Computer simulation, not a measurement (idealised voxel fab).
Presented below is a process module, voxel ribs on slabs.
We display cut, a cross-section 205 nm in width whose square cells are each 5 nm.
A cross-section is written here as square cells arranged in a grid, and it is given in bands from the top down, each band taking up one or more rows of cells.
In this notation a band is specified by the heights of its top and bottom, in that order and in nm, after which its materials appear from left to right, each paired with its width in nm. The word "throughout" attached to a single material means that material fills the band from edge to edge; the word "air" stands for empty space.
Heights are reckoned from 0. Under this level, the received wafer is all of one material. The bottommost band is open-ended downward, for example "0 nm and below".
Width "30 to 40": first value at the band's top row of cells, second value at its bottom row, equal change from row to row.
"no modification" means the step left every cell of the cross-section as it was.
You'll see "Closed internal cavities" listing empty spaces that have no way open to the top, as long as they're 8 cells or more; the notation is width x height at distance, where the distance is from the left edge, and all of it is in nm.
What comes after the settings on a step's line is commentary from the simulator itself on that step.
overlay nm: for a step with a mask, the amount by which the mask lay right of where it was planned; a negative amount means left of it.
From here on the document is pairs. In a pair, the cross-section before one process step comes with the cross-section after it, and the latter goes no deeper than the lowest band that changed. What lies in between, the step and its settings, is written under the pair. A pair may be from a different run of this module on the same starting wafer than the pair above it, so it continues from that pair only where its entry headed "Pre-process cross-section" says so.

Pre-process cross-section
  0 nm and below  Si throughout
  Closed internal cavities: none

Post-Step Appearance
  30 nm to 0 nm  SiO2 throughout
  Below a height of 0, the structure has not been altered.
  Closed internal cavities: none
In between the before and after cross-sections above, the step is DIRECTIONAL_DEP [material SiO2] [thk nm 30]

Pre-process cross-section: For the state before this step, see the after cross-section of the pair located directly above.

Post-Step Appearance
  45 nm to 30 nm  polySi throughout
  Below a height of 30, the structure has not been altered.
  Closed internal cavities: none
In between the before and after cross-sections above, the step is DIRECTIONAL_DEP [material polySi] [thk nm 15]

Pre-process cross-section: For the state before this step, see the after cross-section of the pair located directly above.

Post-Step Appearance
  65 nm to 45 nm  air (85) / resist (30) / air (90)
  Below a height of 45, the structure has not been altered.
  Closed internal cavities: none
In between the before and after cross-sections above, the step is PATTERN [tone cover] [mask id RIB] [material resist] [width nm 30] [thk nm 20] [overlay nm 0]

Pre-process cross-section: For the state before this step, see the after cross-section of the pair located directly above.

Post-Step Appearance
  65 nm to 45 nm  air (85) / resist (30) / air (90)
  45 nm to 40 nm  air (85) / polySi (30) / air (90)
  Below a height of 40, the structure has not been altered.
  Closed internal cavities: none
In between the before and after cross-sections above, the step is DIRECTIONAL_ETCH [etch materials polySi] [depth nm 5]

Pre-process cross-section: For the state before this step, see the after cross-section of the pair located directly above.

Post-Step Appearance
  45 nm to 40 nm  air (85) / polySi (30) / air (90)
  Below a height of 40, the structure has not been altered.
  Closed internal cavities: none
In between the before and after cross-sections above, the step is STRIP [etch materials resist]

Pre-process cross-section: For the state before this step, see the after cross-section of the pair located directly above.

Post-Step Appearance
  65 nm to 45 nm  air (60) / resist (80) / air (65)
  45 nm to 40 nm  air (60) / resist (25) / polySi (30) / resist (25) / air (65)
  Below a height of 40, the structure has not been altered.
  Closed internal cavities: none
In between the before and after cross-sections above, the step is PATTERN [tone cover] [mask id SLAB] [material resist] [width nm 80] [thk nm 20] [overlay nm 0]

Pre-process cross-section: For the state before this step, see the after cross-section of the pair located directly above.

Post-Step Appearance
  65 nm to 45 nm  air (60) / resist (80) / air (65)
  45 nm to 40 nm  air (60) / resist (25) / polySi (30) / resist (25) / air (65)
  40 nm to 30 nm  air (60) / polySi (80) / air (65)
  Below a height of 30, the structure has not been altered.
  Closed internal cavities: none
In between the before and after cross-sections above, the step is DIRECTIONAL_ETCH [etch materials polySi] [depth nm 10]

Pre-process cross-section: For the state before this step, see the after cross-section of the pair located directly above.

Post-Step Appearance
  45 nm to 40 nm  air (85) / polySi (30) / air (90)
  Below a height of 40, the structure has not been altered.
  Closed internal cavities: none
In between the before and after cross-sections above, the step is STRIP [etch materials resist]

Pre-process cross-section: For the state before this step, see the after cross-section of the pair located directly above.

Post-Step Appearance
  65 nm to 45 nm  SiO2 throughout
  45 nm to 40 nm  SiO2 (85) / polySi (30) / SiO2 (90)
  40 nm to 30 nm  SiO2 (60) / polySi (80) / SiO2 (65)
  Below a height of 30, the structure has not been altered.
  Closed internal cavities: none
In between the before and after cross-sections above, the step is FILL_DEP [material SiO2] [thk nm 20]

Pre-process cross-section: For the state before this step, see the after cross-section of the pair located directly above.

Post-Step Appearance
  60 nm to 45 nm  SiO2 throughout
  Below a height of 45, the structure has not been altered.
  Closed internal cavities: none
In between the before and after cross-sections above, the step is CMP [height nm 60]

Pre-process cross-section: For the state before this step, see the after cross-section of the pair located directly above.

Post-Step Appearance
  70 nm to 60 nm  TiN throughout
  Below a height of 60, the structure has not been altered.
  Closed internal cavities: none
In between the before and after cross-sections above, the step is DIRECTIONAL_DEP [material TiN] [thk nm 10]

Pre-process cross-section: For the state before this step, see the after cross-section of the pair located directly above.

Post-Step Appearance
  85 nm to 70 nm  aC throughout
  Below a height of 70, the structure has not been altered.
  Closed internal cavities: none
In between the before and after cross-sections above, the step is DIRECTIONAL_DEP [material aC] [thk nm 15]

Pre-process cross-section: For the state before this step, see the after cross-section of the pair located directly above.

Post-Step Appearance
  120 nm to 85 nm  air (80) / resist (40) / air (85)
  Below a height of 85, the structure has not been altered.
  Closed internal cavities: none
In between the before and after cross-sections above, the step is PATTERN [tone cover] [mask id HEATER] [material resist] [width nm 40] [thk nm 35] [overlay nm 0]

Pre-process cross-section: For the state before this step, see the after cross-section of the pair located directly above.

Post-Step Appearance
  105 nm to 85 nm  air (80) / resist (40) / air (85)
  85 nm to 70 nm  air (80) / aC (40) / air (85)
  Below a height of 70, the structure has not been altered.
  Closed internal cavities: none
In between the before and after cross-sections above, the step is DIRECTIONAL_ETCH [etch materials aC] [depth nm 15]

Pre-process cross-section: For the state before this step, see the after cross-section of the pair located directly above.

Post-Step Appearance
  85 nm to 70 nm  air (80) / aC (40) / air (85)
  Below a height of 70, the structure has not been altered.
  Closed internal cavities: none
In between the before and after cross-sections above, the step is STRIP [etch materials resist]

Pre-process cross-section: For the state before this step, see the after cross-section of the pair located directly above.

Post-Step Appearance
  85 nm to 70 nm  air (80) / aC (40) / air (85)
  70 nm to 60 nm  air (80) / TiN (40) / air (85)
  Below a height of 60, the structure has not been altered.
  Closed internal cavities: none
In between the before and after cross-sections above, the step is DIRECTIONAL_ETCH [etch materials TiN] [depth nm 10]

Pre-process cross-section: For the state before this step, see the after cross-section of the pair located directly above.

Post-Step Appearance
  70 nm to 60 nm  air (80) / TiN (40) / air (85)
  Below a height of 60, the structure has not been altered.
  Closed internal cavities: none
In between the before and after cross-sections above, the step is STRIP [etch materials aC]

Pre-process cross-section: For the state before this step, see the after cross-section of the pair located directly above.

Post-Step Appearance
  75 nm to 70 nm  air (75) / SiN (50) / air (80)
  70 nm to 65 nm  air (75) / SiN (5) / TiN (40) / SiN (5) / air (80)
  65 nm to 60 nm  SiN (80) / TiN (40) / SiN (85)
  Below a height of 60, the structure has not been altered.
  Closed internal cavities: none
In between the before and after cross-sections above, the step is CONFORMAL_DEP [material SiN] [thk nm 5]

Pre-process cross-section
  45 nm to 30 nm  polySi throughout
  30 nm to 0 nm  SiO2 throughout
  0 nm and below  Si throughout
  Closed internal cavities: none

Post-Step Appearance
  60 nm to 30 nm  polySi throughout
  Below a height of 30, the structure has not been altered.
  Closed internal cavities: none
In between the before and after cross-sections above, the step is DIRECTIONAL_DEP [material polySi] [thk nm 15]

Pre-process cross-section: For the state before this step, see the after cross-section of the pair located directly above.

Post-Step Appearance
  80 nm to 60 nm  air (85) / resist (30) / air (90)
  Below a height of 60, the structure has not been altered.
  Closed internal cavities: none
In between the before and after cross-sections above, the step is PATTERN [tone cover] [mask id RIB] [material resist] [width nm 30] [thk nm 20] [overlay nm 0]

Pre-process cross-section: For the state before this step, see the after cross-section of the pair located directly above.

Post-Step Appearance
  80 nm to 60 nm  air (85) / resist (30) / air (90)
  60 nm to 55 nm  air (85) / polySi (30) / air (90)
  Below a height of 55, the structure has not been altered.
  Closed internal cavities: none
In between the before and after cross-sections above, the step is DIRECTIONAL_ETCH [etch materials polySi] [depth nm 5]

Pre-process cross-section: For the state before this step, see the after cross-section of the pair located directly above.

Post-Step Appearance
  60 nm to 55 nm  air (85) / polySi (30) / air (90)
  Below a height of 55, the structure has not been altered.
  Closed internal cavities: none
In between the before and after cross-sections above, the step is STRIP [etch materials resist]

Pre-process cross-section: For the state before this step, see the after cross-section of the pair located directly above.

Post-Step Appearance
  80 nm to 60 nm  air (60) / resist (80) / air (65)
  60 nm to 55 nm  air (60) / resist (25) / polySi (30) / resist (25) / air (65)
  Below a height of 55, the structure has not been altered.
  Closed internal cavities: none
In between the before and after cross-sections above, the step is PATTERN [tone cover] [mask id SLAB] [material resist] [width nm 80] [thk nm 20] [overlay nm 0]

Pre-process cross-section: For the state before this step, see the after cross-section of the pair located directly above.

Post-Step Appearance
  80 nm to 60 nm  air (60) / resist (80) / air (65)
  60 nm to 55 nm  air (60) / resist (25) / polySi (30) / resist (25) / air (65)
  55 nm to 45 nm  air (60) / polySi (80) / air (65)
  Below a height of 45, the structure has not been altered.
  Closed internal cavities: none
In between the before and after cross-sections above, the step is DIRECTIONAL_ETCH [etch materials polySi] [depth nm 10]

Pre-process cross-section: For the state before this step, see the after cross-section of the pair located directly above.

Post-Step Appearance
  60 nm to 55 nm  air (85) / polySi (30) / air (90)
  Below a height of 55, the structure has not been altered.
  Closed internal cavities: none
In between the before and after cross-sections above, the step is STRIP [etch materials resist]

Pre-process cross-section: For the state before this step, see the after cross-section of the pair located directly above.

Post-Step Appearance
  80 nm to 60 nm  SiO2 throughout
  60 nm to 55 nm  SiO2 (85) / polySi (30) / SiO2 (90)
  55 nm to 45 nm  SiO2 (60) / polySi (80) / SiO2 (65)
  Below a height of 45, the structure has not been altered.
  Closed internal cavities: none
In between the before and after cross-sections above, the step is FILL_DEP [material SiO2] [thk nm 20]

Pre-process cross-section: For the state before this step, see the after cross-section of the pair located directly above.

Post-Step Appearance
  60 nm to 55 nm  SiO2 (85) / polySi (30) / SiO2 (90)
  Below a height of 55, the structure has not been altered.
  Closed internal cavities: none
In between the before and after cross-sections above, the step is CMP [height nm 60]

Pre-process cross-section: For the state before this step, see the after cross-section of the pair located directly above.

Post-Step Appearance
  70 nm to 60 nm  TiN throughout
  Below a height of 60, the structure has not been altered.
  Closed internal cavities: none
In between the before and after cross-sections above, the step is DIRECTIONAL_DEP [material TiN] [thk nm 10]

Pre-process cross-section: For the state before this step, see the after cross-section of the pair located directly above.

Post-Step Appearance
  85 nm to 70 nm  aC throughout
  Below a height of 70, the structure has not been altered.
  Closed internal cavities: none
In between the before and after cross-sections above, the step is DIRECTIONAL_DEP [material aC] [thk nm 15]

Pre-process cross-section: For the state before this step, see the after cross-section of the pair located directly above.

Post-Step Appearance
  120 nm to 85 nm  air (80) / resist (40) / air (85)
  Below a height of 85, the structure has not been altered.
  Closed internal cavities: none
In between the before and after cross-sections above, the step is PATTERN [tone cover] [mask id HEATER] [material resist] [width nm 40] [thk nm 35] [overlay nm 0]

Pre-process cross-section: For the state before this step, see the after cross-section of the pair located directly above.

Post-Step Appearance
  105 nm to 85 nm  air (80) / resist (40) / air (85)
  85 nm to 70 nm  air (80) / aC (40) / air (85)
  Below a height of 70, the structure has not been altered.
  Closed internal cavities: none
In between the before and after cross-sections above, the step is DIRECTIONAL_ETCH [etch materials aC] [depth nm 15]

Pre-process cross-section: For the state before this step, see the after cross-section of the pair located directly above.

Post-Step Appearance
  85 nm to 70 nm  air (80) / aC (40) / air (85)
  Below a height of 70, the structure has not been altered.
  Closed internal cavities: none
In between the before and after cross-sections above, the step is STRIP [etch materials resist]

Pre-process cross-section: For the state before this step, see the after cross-section of the pair located directly above.

Post-Step Appearance
  85 nm to 70 nm  air (80) / aC (40) / air (85)
  70 nm to 60 nm  air (80) / TiN (40) / air (85)
  Below a height of 60, the structure has not been altered.
  Closed internal cavities: none
In between the before and after cross-sections above, the step is DIRECTIONAL_ETCH [etch materials TiN] [depth nm 10]

Pre-process cross-section: For the state before this step, see the after cross-section of the pair located directly above.

Post-Step Appearance
  70 nm to 60 nm  air (80) / TiN (40) / air (85)
  Below a height of 60, the structure has not been altered.
  Closed internal cavities: none
In between the before and after cross-sections above, the step is STRIP [etch materials aC]

Pre-process cross-section: For the state before this step, see the after cross-section of the pair located directly above.

Post-Step Appearance
  75 nm to 70 nm  air (75) / SiN (50) / air (80)
  70 nm to 65 nm  air (75) / SiN (5) / TiN (40) / SiN (5) / air (80)
  65 nm to 60 nm  SiN (80) / TiN (40) / SiN (85)
  Below a height of 60, the structure has not been altered.
  Closed internal cavities: none
In between the before and after cross-sections above, the step is CONFORMAL_DEP [material SiN] [thk nm 5]

Pre-process cross-section
  0 nm and below  Si throughout
  Closed internal cavities: none

Post-Step Appearance
  15 nm to 0 nm  polySi throughout
  Below a height of 0, the structure has not been altered.
  Closed internal cavities: none
In between the before and after cross-sections above, the step is DIRECTIONAL_DEP [material polySi] [thk nm 15]

Pre-process cross-section: For the state before this step, see the after cross-section of the pair located directly above.

Post-Step Appearance
  45 nm to 15 nm  SiO2 throughout
  Below a height of 15, the structure has not been altered.
  Closed internal cavities: none
In between the before and after cross-sections above, the step is DIRECTIONAL_DEP [material SiO2] [thk nm 30]

Pre-process cross-section: For the state before this step, see the after cross-section of the pair located directly above.

Post-Step Appearance
  65 nm to 45 nm  air (85) / resist (30) / air (90)
  Below a height of 45, the structure has not been altered.
  Closed internal cavities: none
In between the before and after cross-sections above, the step is PATTERN [tone cover] [mask id RIB] [material resist] [width nm 30] [thk nm 20] [overlay nm 0]

Pre-process cross-section: For the state before this step, see the after cross-section of the pair located directly above.

Post-Step Appearance
  45 nm to 15 nm  SiO2 throughout
  Below a height of 15, the structure has not been altered.
  Closed internal cavities: none
In between the before and after cross-sections above, the step is STRIP [etch materials resist]

Pre-process cross-section: For the state before this step, see the after cross-section of the pair located directly above.

Post-Step Appearance
  65 nm to 45 nm  air (60) / resist (80) / air (65)
  Below a height of 45, the structure has not been altered.
  Closed internal cavities: none
In between the before and after cross-sections above, the step is PATTERN [tone cover] [mask id SLAB] [material resist] [width nm 80] [thk nm 20] [overlay nm 0]

Pre-process cross-section: For the state before this step, see the after cross-section of the pair located directly above.

Post-Step Appearance
  45 nm to 15 nm  SiO2 throughout
  Below a height of 15, the structure has not been altered.
  Closed internal cavities: none
In between the before and after cross-sections above, the step is STRIP [etch materials resist]

Pre-process cross-section: For the state before this step, see the after cross-section of the pair located directly above.

Post-Step Appearance
  65 nm to 15 nm  SiO2 throughout
  Below a height of 15, the structure has not been altered.
  Closed internal cavities: none
In between the before and after cross-sections above, the step is FILL_DEP [material SiO2] [thk nm 20]

Pre-process cross-section: For the state before this step, see the after cross-section of the pair located directly above.

Post-Step Appearance
  60 nm to 15 nm  SiO2 throughout
  Below a height of 15, the structure has not been altered.
  Closed internal cavities: none
In between the before and after cross-sections above, the step is CMP [height nm 60]

Pre-process cross-section: For the state before this step, see the after cross-section of the pair located directly above.

Post-Step Appearance
  70 nm to 60 nm  TiN throughout
  Below a height of 60, the structure has not been altered.
  Closed internal cavities: none
In between the before and after cross-sections above, the step is DIRECTIONAL_DEP [material TiN] [thk nm 10]

Pre-process cross-section: For the state before this step, see the after cross-section of the pair located directly above.

Post-Step Appearance
  85 nm to 70 nm  aC throughout
  Below a height of 70, the structure has not been altered.
  Closed internal cavities: none
In between the before and after cross-sections above, the step is DIRECTIONAL_DEP [material aC] [thk nm 15]

Pre-process cross-section: For the state before this step, see the after cross-section of the pair located directly above.

Post-Step Appearance
  120 nm to 85 nm  air (80) / resist (40) / air (85)
  Below a height of 85, the structure has not been altered.
  Closed internal cavities: none
In between the before and after cross-sections above, the step is PATTERN [tone cover] [mask id HEATER] [material resist] [width nm 40] [thk nm 35] [overlay nm 0]

Pre-process cross-section: For the state before this step, see the after cross-section of the pair located directly above.

Post-Step Appearance
  105 nm to 85 nm  air (80) / resist (40) / air (85)
  85 nm to 70 nm  air (80) / aC (40) / air (85)
  Below a height of 70, the structure has not been altered.
  Closed internal cavities: none
In between the before and after cross-sections above, the step is DIRECTIONAL_ETCH [etch materials aC] [depth nm 15]

Pre-process cross-section: For the state before this step, see the after cross-section of the pair located directly above.

Post-Step Appearance
  85 nm to 70 nm  air (80) / aC (40) / air (85)
  Below a height of 70, the structure has not been altered.
  Closed internal cavities: none
In between the before and after cross-sections above, the step is STRIP [etch materials resist]

Pre-process cross-section: For the state before this step, see the after cross-section of the pair located directly above.

Post-Step Appearance
  85 nm to 70 nm  air (80) / aC (40) / air (85)
  70 nm to 60 nm  air (80) / TiN (40) / air (85)
  Below a height of 60, the structure has not been altered.
  Closed internal cavities: none
In between the before and after cross-sections above, the step is DIRECTIONAL_ETCH [etch materials TiN] [depth nm 10]

Pre-process cross-section: For the state before this step, see the after cross-section of the pair located directly above.

Post-Step Appearance
  70 nm to 60 nm  air (80) / TiN (40) / air (85)
  Below a height of 60, the structure has not been altered.
  Closed internal cavities: none
In between the before and after cross-sections above, the step is STRIP [etch materials aC]

Pre-process cross-section: For the state before this step, see the after cross-section of the pair located directly above.

Post-Step Appearance
  75 nm to 70 nm  air (75) / SiN (50) / air (80)
  70 nm to 65 nm  air (75) / SiN (5) / TiN (40) / SiN (5) / air (80)
  65 nm to 60 nm  SiN (80) / TiN (40) / SiN (85)
  Below a height of 60, the structure has not been altered.
  Closed internal cavities: none
In between the before and after cross-sections above, the step is CONFORMAL_DEP [material SiN] [thk nm 5]

Pre-process cross-section
  0 nm and below  Si throughout
  Closed internal cavities: none

Post-Step Appearance
  35 nm to 0 nm  SiO2 throughout
  Below a height of 0, the structure has not been altered.
  Closed internal cavities: none
In between the before and after cross-sections above, the step is DIRECTIONAL_DEP [material SiO2] [thk nm 35]

Pre-process cross-section: For the state before this step, see the after cross-section of the pair located directly above.

Post-Step Appearance
  50 nm to 35 nm  polySi throughout
  Below a height of 35, the structure has not been altered.
  Closed internal cavities: none
In between the before and after cross-sections above, the step is DIRECTIONAL_DEP [material polySi] [thk nm 15]

Pre-process cross-section: For the state before this step, see the after cross-section of the pair located directly above.

Post-Step Appearance
  70 nm to 50 nm  air (85) / resist (30) / air (90)
  Below a height of 50, the structure has not been altered.
  Closed internal cavities: none
In between the before and after cross-sections above, the step is PATTERN [tone cover] [mask id RIB] [material resist] [width nm 30] [thk nm 20] [overlay nm 0]

Pre-process cross-section: For the state before this step, see the after cross-section of the pair located directly above.

Post-Step Appearance
  70 nm to 50 nm  air (85) / resist (30) / air (90)
  50 nm to 45 nm  air (85) / polySi (30) / air (90)
  Below a height of 45, the structure has not been altered.
  Closed internal cavities: none
In between the before and after cross-sections above, the step is DIRECTIONAL_ETCH [etch materials polySi] [depth nm 5]

Pre-process cross-section: For the state before this step, see the after cross-section of the pair located directly above.

Post-Step Appearance
  50 nm to 45 nm  air (85) / polySi (30) / air (90)
  Below a height of 45, the structure has not been altered.
  Closed internal cavities: none
In between the before and after cross-sections above, the step is STRIP [etch materials resist]

Pre-process cross-section: For the state before this step, see the after cross-section of the pair located directly above.

Post-Step Appearance
  70 nm to 50 nm  air (60) / resist (80) / air (65)
  50 nm to 45 nm  air (60) / resist (25) / polySi (30) / resist (25) / air (65)
  Below a height of 45, the structure has not been altered.
  Closed internal cavities: none
In between the before and after cross-sections above, the step is PATTERN [tone cover] [mask id SLAB] [material resist] [width nm 80] [thk nm 20] [overlay nm 0]

Pre-process cross-section: For the state before this step, see the after cross-section of the pair located directly above.

Post-Step Appearance
  70 nm to 50 nm  air (60) / resist (80) / air (65)
  50 nm to 45 nm  air (60) / resist (25) / polySi (30) / resist (25) / air (65)
  45 nm to 35 nm  air (60) / polySi (80) / air (65)
  Below a height of 35, the structure has not been altered.
  Closed internal cavities: none
In between the before and after cross-sections above, the step is DIRECTIONAL_ETCH [etch materials polySi] [depth nm 10]

Pre-process cross-section: For the state before this step, see the after cross-section of the pair located directly above.

Post-Step Appearance
  50 nm to 45 nm  air (85) / polySi (30) / air (90)
  Below a height of 45, the structure has not been altered.
  Closed internal cavities: none
In between the before and after cross-sections above, the step is STRIP [etch materials resist]

Pre-process cross-section: For the state before this step, see the after cross-section of the pair located directly above.

Post-Step Appearance
  70 nm to 50 nm  SiO2 throughout
  50 nm to 45 nm  SiO2 (85) / polySi (30) / SiO2 (90)
  45 nm to 35 nm  SiO2 (60) / polySi (80) / SiO2 (65)
  Below a height of 35, the structure has not been altered.
  Closed internal cavities: none
In between the before and after cross-sections above, the step is FILL_DEP [material SiO2] [thk nm 20]

Pre-process cross-section: For the state before this step, see the after cross-section of the pair located directly above.

Post-Step Appearance
  60 nm to 50 nm  SiO2 throughout
  Below a height of 50, the structure has not been altered.
  Closed internal cavities: none
In between the before and after cross-sections above, the step is CMP [height nm 60]

Pre-process cross-section: For the state before this step, see the after cross-section of the pair located directly above.

Post-Step Appearance
  70 nm to 60 nm  TiN throughout
  Below a height of 60, the structure has not been altered.
  Closed internal cavities: none
In between the before and after cross-sections above, the step is DIRECTIONAL_DEP [material TiN] [thk nm 10]

Pre-process cross-section: For the state before this step, see the after cross-section of the pair located directly above.

Post-Step Appearance
  85 nm to 70 nm  aC throughout
  Below a height of 70, the structure has not been altered.
  Closed internal cavities: none
In between the before and after cross-sections above, the step is DIRECTIONAL_DEP [material aC] [thk nm 15]

Pre-process cross-section: For the state before this step, see the after cross-section of the pair located directly above.

Post-Step Appearance
  120 nm to 85 nm  air (80) / resist (40) / air (85)
  Below a height of 85, the structure has not been altered.
  Closed internal cavities: none
In between the before and after cross-sections above, the step is PATTERN [tone cover] [mask id HEATER] [material resist] [width nm 40] [thk nm 35] [overlay nm 0]

Pre-process cross-section: For the state before this step, see the after cross-section of the pair located directly above.

Post-Step Appearance
  105 nm to 85 nm  air (80) / resist (40) / air (85)
  85 nm to 70 nm  air (80) / aC (40) / air (85)
  Below a height of 70, the structure has not been altered.
  Closed internal cavities: none
In between the before and after cross-sections above, the step is DIRECTIONAL_ETCH [etch materials aC] [depth nm 15]

Pre-process cross-section: For the state before this step, see the after cross-section of the pair located directly above.

Post-Step Appearance
  85 nm to 70 nm  air (80) / aC (40) / air (85)
  Below a height of 70, the structure has not been altered.
  Closed internal cavities: none
In between the before and after cross-sections above, the step is STRIP [etch materials resist]

Pre-process cross-section: For the state before this step, see the after cross-section of the pair located directly above.

Post-Step Appearance
  85 nm to 70 nm  air (80) / aC (40) / air (85)
  70 nm to 60 nm  air (80) / TiN (40) / air (85)
  Below a height of 60, the structure has not been altered.
  Closed internal cavities: none
In between the before and after cross-sections above, the step is DIRECTIONAL_ETCH [etch materials TiN] [depth nm 10]

Pre-process cross-section: For the state before this step, see the after cross-section of the pair located directly above.

Post-Step Appearance
  70 nm to 60 nm  air (80) / TiN (40) / air (85)
  Below a height of 60, the structure has not been altered.
  Closed internal cavities: none
In between the before and after cross-sections above, the step is STRIP [etch materials aC]

Pre-process cross-section: For the state before this step, see the after cross-section of the pair located directly above.

Post-Step Appearance
  75 nm to 70 nm  air (75) / SiN (50) / air (80)
  70 nm to 65 nm  air (75) / SiN (5) / TiN (40) / SiN (5) / air (80)
  65 nm to 60 nm  SiN (80) / TiN (40) / SiN (85)
  Below a height of 60, the structure has not been altered.
  Closed internal cavities: none
In between the before and after cross-sections above, the step is CONFORMAL_DEP [material SiN] [thk nm 5]

Pre-process cross-section
  45 nm to 40 nm  air (85) / polySi (30) / air (90)
  40 nm to 30 nm  polySi throughout
  30 nm to 0 nm  SiO2 throughout
  0 nm and below  Si throughout
  Closed internal cavities: none

Post-Step Appearance
  65 nm to 45 nm  air (55) / resist (90) / air (60)
  45 nm to 40 nm  air (55) / resist (30) / polySi (30) / resist (30) / air (60)
  Below a height of 40, the structure has not been altered.
  Closed internal cavities: none
In between the before and after cross-sections above, the step is PATTERN [tone cover] [mask id SLAB] [material resist] [width nm 90] [thk nm 20] [overlay nm 0]

Pre-process cross-section: For the state before this step, see the after cross-section of the pair located directly above.

Post-Step Appearance
  65 nm to 45 nm  air (55) / resist (90) / air (60)
  45 nm to 40 nm  air (55) / resist (30) / polySi (30) / resist (30) / air (60)
  40 nm to 30 nm  air (55) / polySi (90) / air (60)
  Below a height of 30, the structure has not been altered.
  Closed internal cavities: none
In between the before and after cross-sections above, the step is DIRECTIONAL_ETCH [etch materials polySi] [depth nm 10]

Pre-process cross-section: For the state before this step, see the after cross-section of the pair located directly above.

Post-Step Appearance
  45 nm to 40 nm  air (85) / polySi (30) / air (90)
  Below a height of 40, the structure has not been altered.
  Closed internal cavities: none
In between the before and after cross-sections above, the step is STRIP [etch materials resist]

Pre-process cross-section: For the state before this step, see the after cross-section of the pair located directly above.

Post-Step Appearance
  65 nm to 45 nm  SiO2 throughout
  45 nm to 40 nm  SiO2 (85) / polySi (30) / SiO2 (90)
  40 nm to 30 nm  SiO2 (55) / polySi (90) / SiO2 (60)
  Below a height of 30, the structure has not been altered.
  Closed internal cavities: none
In between the before and after cross-sections above, the step is FILL_DEP [material SiO2] [thk nm 20]

Pre-process cross-section: For the state before this step, see the after cross-section of the pair located directly above.

Post-Step Appearance
  60 nm to 45 nm  SiO2 throughout
  Below a height of 45, the structure has not been altered.
  Closed internal cavities: none
In between the before and after cross-sections above, the step is CMP [height nm 60]

Pre-process cross-section: For the state before this step, see the after cross-section of the pair located directly above.

Post-Step Appearance
  70 nm to 60 nm  TiN throughout
  Below a height of 60, the structure has not been altered.
  Closed internal cavities: none
In between the before and after cross-sections above, the step is DIRECTIONAL_DEP [material TiN] [thk nm 10]

Pre-process cross-section: For the state before this step, see the after cross-section of the pair located directly above.

Post-Step Appearance
  85 nm to 70 nm  aC throughout
  Below a height of 70, the structure has not been altered.
  Closed internal cavities: none
In between the before and after cross-sections above, the step is DIRECTIONAL_DEP [material aC] [thk nm 15]

Pre-process cross-section: For the state before this step, see the after cross-section of the pair located directly above.

Post-Step Appearance
  120 nm to 85 nm  air (80) / resist (40) / air (85)
  Below a height of 85, the structure has not been altered.
  Closed internal cavities: none
In between the before and after cross-sections above, the step is PATTERN [tone cover] [mask id HEATER] [material resist] [width nm 40] [thk nm 35] [overlay nm 0]

Pre-process cross-section: For the state before this step, see the after cross-section of the pair located directly above.

Post-Step Appearance
  105 nm to 85 nm  air (80) / resist (40) / air (85)
  85 nm to 70 nm  air (80) / aC (40) / air (85)
  Below a height of 70, the structure has not been altered.
  Closed internal cavities: none
In between the before and after cross-sections above, the step is DIRECTIONAL_ETCH [etch materials aC] [depth nm 15]

Pre-process cross-section: For the state before this step, see the after cross-section of the pair located directly above.

Post-Step Appearance
  85 nm to 70 nm  air (80) / aC (40) / air (85)
  Below a height of 70, the structure has not been altered.
  Closed internal cavities: none
In between the before and after cross-sections above, the step is STRIP [etch materials resist]

Pre-process cross-section: For the state before this step, see the after cross-section of the pair located directly above.

Post-Step Appearance
  85 nm to 70 nm  air (80) / aC (40) / air (85)
  70 nm to 60 nm  air (80) / TiN (40) / air (85)
  Below a height of 60, the structure has not been altered.
  Closed internal cavities: none
In between the before and after cross-sections above, the step is DIRECTIONAL_ETCH [etch materials TiN] [depth nm 10]

Pre-process cross-section: For the state before this step, see the after cross-section of the pair located directly above.

Post-Step Appearance
  70 nm to 60 nm  air (80) / TiN (40) / air (85)
  Below a height of 60, the structure has not been altered.
  Closed internal cavities: none
In between the before and after cross-sections above, the step is STRIP [etch materials aC]

Pre-process cross-section: For the state before this step, see the after cross-section of the pair located directly above.

Post-Step Appearance
  75 nm to 70 nm  air (75) / SiN (50) / air (80)
  70 nm to 65 nm  air (75) / SiN (5) / TiN (40) / SiN (5) / air (80)
  65 nm to 60 nm  SiN (80) / TiN (40) / SiN (85)
  Below a height of 60, the structure has not been altered.
  Closed internal cavities: none
In between the before and after cross-sections above, the step is CONFORMAL_DEP [material SiN] [thk nm 5]

Pre-process cross-section
  45 nm to 40 nm  air (85) / polySi (30) / air (90)
  40 nm to 30 nm  polySi throughout
  30 nm to 0 nm  SiO2 throughout
  0 nm and below  Si throughout
  Closed internal cavities: none

Post-Step Appearance
  65 nm to 45 nm  air (50) / resist (80) / air (75)
  45 nm to 40 nm  air (50) / resist (35) / polySi (30) / resist (15) / air (75)
  Below a height of 40, the structure has not been altered.
  Closed internal cavities: none
In between the before and after cross-sections above, the step is PATTERN [tone cover] [mask id SLAB] [material resist] [width nm 80] [thk nm 20] [overlay nm -10]

Pre-process cross-section: For the state before this step, see the after cross-section of the pair located directly above.

Post-Step Appearance
  65 nm to 45 nm  air (50) / resist (80) / air (75)
  45 nm to 40 nm  air (50) / resist (35) / polySi (30) / resist (15) / air (75)
  40 nm to 30 nm  air (50) / polySi (80) / air (75)
  Below a height of 30, the structure has not been altered.
  Closed internal cavities: none
In between the before and after cross-sections above, the step is DIRECTIONAL_ETCH [etch materials polySi] [depth nm 10]

Pre-process cross-section: For the state before this step, see the after cross-section of the pair located directly above.

Post-Step Appearance
  45 nm to 40 nm  air (85) / polySi (30) / air (90)
  Below a height of 40, the structure has not been altered.
  Closed internal cavities: none
In between the before and after cross-sections above, the step is STRIP [etch materials resist]

Pre-process cross-section: For the state before this step, see the after cross-section of the pair located directly above.

Post-Step Appearance
  65 nm to 45 nm  SiO2 throughout
  45 nm to 40 nm  SiO2 (85) / polySi (30) / SiO2 (90)
  40 nm to 30 nm  SiO2 (50) / polySi (80) / SiO2 (75)
  Below a height of 30, the structure has not been altered.
  Closed internal cavities: none
In between the before and after cross-sections above, the step is FILL_DEP [material SiO2] [thk nm 20]

Pre-process cross-section: For the state before this step, see the after cross-section of the pair located directly above.

Post-Step Appearance
  60 nm to 45 nm  SiO2 throughout
  Below a height of 45, the structure has not been altered.
  Closed internal cavities: none
In between the before and after cross-sections above, the step is CMP [height nm 60]

Pre-process cross-section: For the state before this step, see the after cross-section of the pair located directly above.

Post-Step Appearance
  70 nm to 60 nm  TiN throughout
  Below a height of 60, the structure has not been altered.
  Closed internal cavities: none
In between the before and after cross-sections above, the step is DIRECTIONAL_DEP [material TiN] [thk nm 10]
